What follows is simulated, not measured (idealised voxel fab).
Module name: voxel self aligned vias (process module)
The figure presents cross-section cut, which has a width of 275 nm and is divided into square cells with an edge length of 5 nm.
This document writes a cross-section as a grid whose cells are square, and gives it as bands, listed from the top down; one or more rows of cells form a band.
Band: top height; bottom height; in nm. Then, left to right: material with width in nm, for each material. "all across": a single material spanning edge to edge. "air": empty space.
Heights are measured from 0, the level below which the as-received wafer is all one material; the lowest band has no bottom and continues downward, written as in "from 0 down".
So if you see something like "30..40" for the width, read it as the top row of the band sitting at the first number and the bottom row at the second, with every row in between moving by the same amount as the last.
Step marked "no change"? Then no cell in the cross-section changed in it.
Heads up: "Enclosed void catalog" only lists the empty pockets with no open path to the top that are 8 cells or more, and it writes them as width x height at distance, distance from the left edge, in nm.
Where a step's line continues beyond its settings, the continuation is a remark by the simulator itself on that step.
A step's line can hold "overlay nm"; with a mask on that step, the setting says how far right of the planned place the mask lay, while a negative setting says it lay to the left.

**Process steps (planned)**
1 RECEIVE (material Si)
2 CONFORMAL_DEP (material SiO2; thk nm 15)
3 CONFORMAL_DEP (material SiCN; thk nm 5)
4 DIRECTIONAL_DEP (material SiO2; thk nm 25)
5 DIRECTIONAL_DEP (material aC; thk nm 15)
6 PATTERN (tone open; mask id LINES; material resist; width nm 30; pitch nm 70; thk nm 30; overlay nm 0)
7 DIRECTIONAL_ETCH (etch materials aC; depth nm 15)
8 STRIP (etch materials resist)
9 DIRECTIONAL_ETCH (etch materials SiO2; depth nm 25)
10 STRIP (etch materials aC)
11 CONFORMAL_DEP (material TiN; thk nm 5)
12 FILL_DEP (material W; thk nm 5)
13 CMP (height nm 45)
14 SELECTIVE_ETCH (etch materials W Ru TiN; depth nm 10)
15 FILL_DEP (material SiN; thk nm 10)
16 CMP (height nm 45)
17 DIRECTIONAL_DEP (material SiO2; thk nm 15)
18 PATTERN (tone open; mask id VIAS; material resist; width nm 40; pitch nm 70; thk nm 15; overlay nm 0)
19 DIRECTIONAL_ETCH (etch materials SiO2; depth nm 15)
20 DIRECTIONAL_ETCH (etch materials SiN; depth nm 10)
21 STRIP (etch materials resist)
22 CONFORMAL_DEP (material TiN; thk nm 5)
23 FILL_DEP (material Cu; thk nm 10)
24 CMP (height nm 60)
25 CONFORMAL_DEP (material SiCN; thk nm 5)

**The following pertains to the first of two wafers, which was processed as planned**

**As-received wafer cross-section (after step 1)**
- from 0 down: Si all across
- Enclosed void catalog: none

**Once step 2 is through, the wafer looks like this in cross-section**
- from 15 to 0: SiO2 all across
- For the remainder of the cross-section, below 0, there is no change.

**Once step 3 is through, the wafer looks like this in cross-section**
- from 20 to 15: SiCN all across
- For the remainder of the cross-section, below 15, there is no change.

**Once step 4 is through, the wafer looks like this in cross-section**
- from 45 to 20: SiO2 all across
- For the remainder of the cross-section, below 20, there is no change.

**Once step 5 is through, the wafer looks like this in cross-section**
- from 60 to 45: aC all across
- For the remainder of the cross-section, below 45, there is no change.

**Once step 6 is through, the wafer looks like this in cross-section**
- from 90 to 60: 85 of resist, then 30 of air, then 40 of resist, then 30 of air, then 90 of resist
- For the remainder of the cross-section, below 60, there is no change.

**Once step 7 is through, the wafer looks like this in cross-section**
- from 75 to 60: 85 of resist, then 30 of air, then 40 of resist, then 30 of air, then 90 of resist
- from 60 to 45: 85 of aC, then 30 of air, then 40 of aC, then 30 of air, then 90 of aC
- For the remainder of the cross-section, below 45, there is no change.

**Once step 8 is through, the wafer looks like this in cross-section**
- from 60 to 45: 85 of aC, then 30 of air, then 40 of aC, then 30 of air, then 90 of aC
- For the remainder of the cross-section, below 45, there is no change.

**Once step 9 is through, the wafer looks like this in cross-section**
- from 60 to 45: 85 of aC, then 30 of air, then 40 of aC, then 30 of air, then 90 of aC
- from 45 to 20: 85 of SiO2, then 30 of air, then 40 of SiO2, then 30 of air, then 90 of SiO2
- For the remainder of the cross-section, below 20, there is no change.

**Once step 10 is through, the wafer looks like this in cross-section**
- from 45 to 20: 85 of SiO2, then 30 of air, then 40 of SiO2, then 30 of air, then 90 of SiO2
- For the remainder of the cross-section, below 20, there is no change.

**Once step 11 is through, the wafer looks like this in cross-section**
- from 50 to 45: 90 of TiN, then 20 of air, then 50 of TiN, then 20 of air, then 95 of TiN
- from 45 to 25: 85 of SiO2, then 5 of TiN, then 20 of air, then 5 of TiN, then 40 of SiO2, then 5 of TiN, then 20 of air, then 5 of TiN, then 90 of SiO2
- from 25 to 20: 85 of SiO2, then 30 of TiN, then 40 of SiO2, then 30 of TiN, then 90 of SiO2
- For the remainder of the cross-section, below 20, there is no change.

**Once step 12 is through, the wafer looks like this in cross-section**
- from 55 to 50: W all across
- from 50 to 45: 90 of TiN, then 20 of W, then 50 of TiN, then 20 of W, then 95 of TiN
- from 45 to 25: 85 of SiO2, then 5 of TiN, then 20 of W, then 5 of TiN, then 40 of SiO2, then 5 of TiN, then 20 of W, then 5 of TiN, then 90 of SiO2
- For the remainder of the cross-section, below 25, there is no change.

**Once step 13 is through, the wafer looks like this in cross-section**
- from 45 to 25: 85 of SiO2, then 5 of TiN, then 20 of W, then 5 of TiN, then 40 of SiO2, then 5 of TiN, then 20 of W, then 5 of TiN, then 90 of SiO2
- For the remainder of the cross-section, below 25, there is no change.

**Once step 14 is through, the wafer looks like this in cross-section**
- from 45 to 35: 85 of SiO2, then 30 of air, then 40 of SiO2, then 30 of air, then 90 of SiO2
- For the remainder of the cross-section, below 35, there is no change.

**Once step 15 is through, the wafer looks like this in cross-section**
- from 55 to 45: SiN all across
- from 45 to 35: 85 of SiO2, then 30 of SiN, then 40 of SiO2, then 30 of SiN, then 90 of SiO2
- For the remainder of the cross-section, below 35, there is no change.

**Once step 16 is through, the wafer looks like this in cross-section**
- from 45 to 35: 85 of SiO2, then 30 of SiN, then 40 of SiO2, then 30 of SiN, then 90 of SiO2
- For the remainder of the cross-section, below 35, there is no change.

**Once step 17 is through, the wafer looks like this in cross-section**
- from 60 to 45: SiO2 all across
- For the remainder of the cross-section, below 45, there is no change.

**Once step 18 is through, the wafer looks like this in cross-section**
- from 75 to 60: 80 of resist, then 40 of air, then 30 of resist, then 40 of air, then 85 of resist
- For the remainder of the cross-section, below 60, there is no change.

**Once step 19 is through, the wafer looks like this in cross-section**
- from 75 to 60: 80 of resist, then 40 of air, then 30 of resist, then 40 of air, then 85 of resist
- from 60 to 45: 80 of SiO2, then 40 of air, then 30 of SiO2, then 40 of air, then 85 of SiO2
- For the remainder of the cross-section, below 45, there is no change.

**Once step 20 is through, the wafer looks like this in cross-section**
- from 75 to 60: 80 of resist, then 40 of air, then 30 of resist, then 40 of air, then 85 of resist
- from 60 to 45: 80 of SiO2, then 40 of air, then 30 of SiO2, then 40 of air, then 85 of SiO2
- from 45 to 35: 85 of SiO2, then 30 of air, then 40 of SiO2, then 30 of air, then 90 of SiO2
- For the remainder of the cross-section, below 35, there is no change.

**Once step 21 is through, the wafer looks like this in cross-section**
- from 60 to 45: 80 of SiO2, then 40 of air, then 30 of SiO2, then 40 of air, then 85 of SiO2
- For the remainder of the cross-section, below 45, there is no change.

**Once step 22 is through, the wafer looks like this in cross-section**
- from 65 to 60: 85 of TiN, then 30 of air, then 40 of TiN, then 30 of air, then 90 of TiN
- from 60 to 50: 80 of SiO2, then 5 of TiN, then 30 of air, then 5 of TiN, then 30 of SiO2, then 5 of TiN, then 30 of air, then 5 of TiN, then 85 of SiO2
- from 50 to 40: 80..85 of SiO2, then 10..5 of TiN, then 20 of air, then 10..5 of TiN, then 30..40 of SiO2, then 10..5 of TiN, then 20 of air, then 10..5 of TiN, then 85..90 of SiO2
- from 40 to 35: 85 of SiO2, then 30 of TiN, then 40 of SiO2, then 30 of TiN, then 90 of SiO2
- For the remainder of the cross-section, below 35, there is no change.

**Once step 23 is through, the wafer looks like this in cross-section**
- from 75 to 65: Cu all across
- from 65 to 60: 85 of TiN, then 30 of Cu, then 40 of TiN, then 30 of Cu, then 90 of TiN
- from 60 to 50: 80 of SiO2, then 5 of TiN, then 30 of Cu, then 5 of TiN, then 30 of SiO2, then 5 of TiN, then 30 of Cu, then 5 of TiN, then 85 of SiO2
- from 50 to 40: 80..85 of SiO2, then 10..5 of TiN, then 20 of Cu, then 10..5 of TiN, then 30..40 of SiO2, then 10..5 of TiN, then 20 of Cu, then 10..5 of TiN, then 85..90 of SiO2
- For the remainder of the cross-section, below 40, there is no change.

**Once step 24 is through, the wafer looks like this in cross-section**
- from 60 to 50: 80 of SiO2, then 5 of TiN, then 30 of Cu, then 5 of TiN, then 30 of SiO2, then 5 of TiN, then 30 of Cu, then 5 of TiN, then 85 of SiO2
- For the remainder of the cross-section, below 50, there is no change.

**Once step 25 is through, the wafer looks like this in cross-section**
- from 65 to 60: SiCN all across
- For the remainder of the cross-section, below 60, there is no change.

**Second of two: same start, same plan, one run error; steps up to and including 5 match the first**

**What the second wafer looks like in cross-section when step 6 should have wrapped up**
- from 90 to 60: 85 of air, then 30 of resist, then 40 of air, then 30 of resist, then 90 of air
- For the remainder of the cross-section, below 60, there is no change.

**What the second wafer looks like in cross-section when step 7 should have wrapped up**
- from 75 to 60: 85 of air, then 30 of resist, then 40 of air, then 30 of resist, then 90 of air
- from 60 to 45: 85 of air, then 30 of aC, then 40 of air, then 30 of aC, then 90 of air
- For the remainder of the cross-section, below 45, there is no change.

**What the second wafer looks like in cross-section when step 8 should have wrapped up**
- from 60 to 45: 85 of air, then 30 of aC, then 40 of air, then 30 of aC, then 90 of air
- For the remainder of the cross-section, below 45, there is no change.

**What the second wafer looks like in cross-section when step 9 should have wrapped up**
- from 60 to 45: 85 of air, then 30 of aC, then 40 of air, then 30 of aC, then 90 of air
- from 45 to 20: 85 of air, then 30 of SiO2, then 40 of air, then 30 of SiO2, then 90 of air
- For the remainder of the cross-section, below 20, there is no change.

**What the second wafer looks like in cross-section when step 10 should have wrapped up**
- from 45 to 20: 85 of air, then 30 of SiO2, then 40 of air, then 30 of SiO2, then 90 of air
- For the remainder of the cross-section, below 20, there is no change.

**What the second wafer looks like in cross-section when step 11 should have wrapped up**
- from 50 to 45: 80 of air, then 40 of TiN, then 30 of air, then 40 of TiN, then 85 of air
- from 45 to 25: 80 of air, then 5 of TiN, then 30 of SiO2, then 5 of TiN, then 30 of air, then 5 of TiN, then 30 of SiO2, then 5 of TiN, then 85 of air
- from 25 to 20: 85 of TiN, then 30 of SiO2, then 40 of TiN, then 30 of SiO2, then 90 of TiN
- For the remainder of the cross-section, below 20, there is no change.

**What the second wafer looks like in cross-section when step 12 should have wrapped up**
- from 55 to 50: W all across
- from 50 to 45: 80 of W, then 40 of TiN, then 30 of W, then 40 of TiN, then 85 of W
- from 45 to 25: 80 of W, then 5 of TiN, then 30 of SiO2, then 5 of TiN, then 30 of W, then 5 of TiN, then 30 of SiO2, then 5 of TiN, then 85 of W
- For the remainder of the cross-section, below 25, there is no change.

**What the second wafer looks like in cross-section when step 13 should have wrapped up**
- from 45 to 25: 80 of W, then 5 of TiN, then 30 of SiO2, then 5 of TiN, then 30 of W, then 5 of TiN, then 30 of SiO2, then 5 of TiN, then 85 of W
- For the remainder of the cross-section, below 25, there is no change.

**What the second wafer looks like in cross-section when step 14 should have wrapped up**
- from 45 to 35: 85 of air, then 30 of SiO2, then 40 of air, then 30 of SiO2, then 90 of air
- For the remainder of the cross-section, below 35, there is no change.

**What the second wafer looks like in cross-section when step 15 should have wrapped up**
- from 55 to 45: SiN all across
- from 45 to 35: 85 of SiN, then 30 of SiO2, then 40 of SiN, then 30 of SiO2, then 90 of SiN
- For the remainder of the cross-section, below 35, there is no change.

**What the second wafer looks like in cross-section when step 16 should have wrapped up**
- from 45 to 35: 85 of SiN, then 30 of SiO2, then 40 of SiN, then 30 of SiO2, then 90 of SiN
- For the remainder of the cross-section, below 35, there is no change.

**What the second wafer looks like in cross-section when step 17 should have wrapped up**
- from 60 to 45: SiO2 all across
- For the remainder of the cross-section, below 45, there is no change.

**What the second wafer looks like in cross-section when step 18 should have wrapped up**
- from 75 to 60: 80 of resist, then 40 of air, then 30 of resist, then 40 of air, then 85 of resist
- For the remainder of the cross-section, below 60, there is no change.

**What the second wafer looks like in cross-section when step 19 should have wrapped up**
- from 75 to 60: 80 of resist, then 40 of air, then 30 of resist, then 40 of air, then 85 of resist
- from 60 to 45: 80 of SiO2, then 40 of air, then 30 of SiO2, then 40 of air, then 85 of SiO2
- For the remainder of the cross-section, below 45, there is no change.

**What the second wafer looks like in cross-section when step 20 should have wrapped up**
- from 75 to 60: 80 of resist, then 40 of air, then 30 of resist, then 40 of air, then 85 of resist
- from 60 to 45: 80 of SiO2, then 40 of air, then 30 of SiO2, then 40 of air, then 85 of SiO2
- from 45 to 35: 80 of SiN, then 5 of air, then 30 of SiO2, then 5 of air, then 30 of SiN, then 5 of air, then 30 of SiO2, then 5 of air, then 85 of SiN
- For the remainder of the cross-section, below 35, there is no change.

**What the second wafer looks like in cross-section when step 21 should have wrapped up**
- from 60 to 45: 80 of SiO2, then 40 of air, then 30 of SiO2, then 40 of air, then 85 of SiO2
- For the remainder of the cross-section, below 45, there is no change.

**What the second wafer looks like in cross-section when step 22 should have wrapped up**
- from 65 to 60: 85 of TiN, then 30 of air, then 40 of TiN, then 30 of air, then 90 of TiN
- from 60 to 50: 80 of SiO2, then 5 of TiN, then 30 of air, then 5 of TiN, then 30 of SiO2, then 5 of TiN, then 30 of air, then 5 of TiN, then 85 of SiO2
- from 50 to 45: 80 of SiO2, then 40 of TiN, then 30 of SiO2, then 40 of TiN, then 85 of SiO2
- from 45 to 35: 80 of SiN, then 5 of TiN, then 30 of SiO2, then 5 of TiN, then 30 of SiN, then 5 of TiN, then 30 of SiO2, then 5 of TiN, then 85 of SiN
- For the remainder of the cross-section, below 35, there is no change.

**What the second wafer looks like in cross-section when step 23 should have wrapped up**
- from 75 to 65: Cu all across
- from 65 to 60: 85 of TiN, then 30 of Cu, then 40 of TiN, then 30 of Cu, then 90 of TiN
- from 60 to 50: 80 of SiO2, then 5 of TiN, then 30 of Cu, then 5 of TiN, then 30 of SiO2, then 5 of TiN, then 30 of Cu, then 5 of TiN, then 85 of SiO2
- For the remainder of the cross-section, below 50, there is no change.

**What the second wafer looks like in cross-section when step 24 should have wrapped up**
- from 60 to 50: 80 of SiO2, then 5 of TiN, then 30 of Cu, then 5 of TiN, then 30 of SiO2, then 5 of TiN, then 30 of Cu, then 5 of TiN, then 85 of SiO2
- For the remainder of the cross-section, below 50, there is no change.

**What the second wafer looks like in cross-section when step 25 should have wrapped up**
- from 65 to 60: SiCN all across
- For the remainder of the cross-section, below 60, there is no change.
what went wrong: step 6: run off-plan, actual operation and settings PATTERN (tone cover; mask id LINES; material resist; width nm 30; pitch nm 70; thk nm 30; overlay nm 0)
Cell-count delta at end, second wafer over first, by material: Cu: 16 fewer; SiN: 78 more; SiO2: 155 fewer; TiN: 31 more; W: 62 more
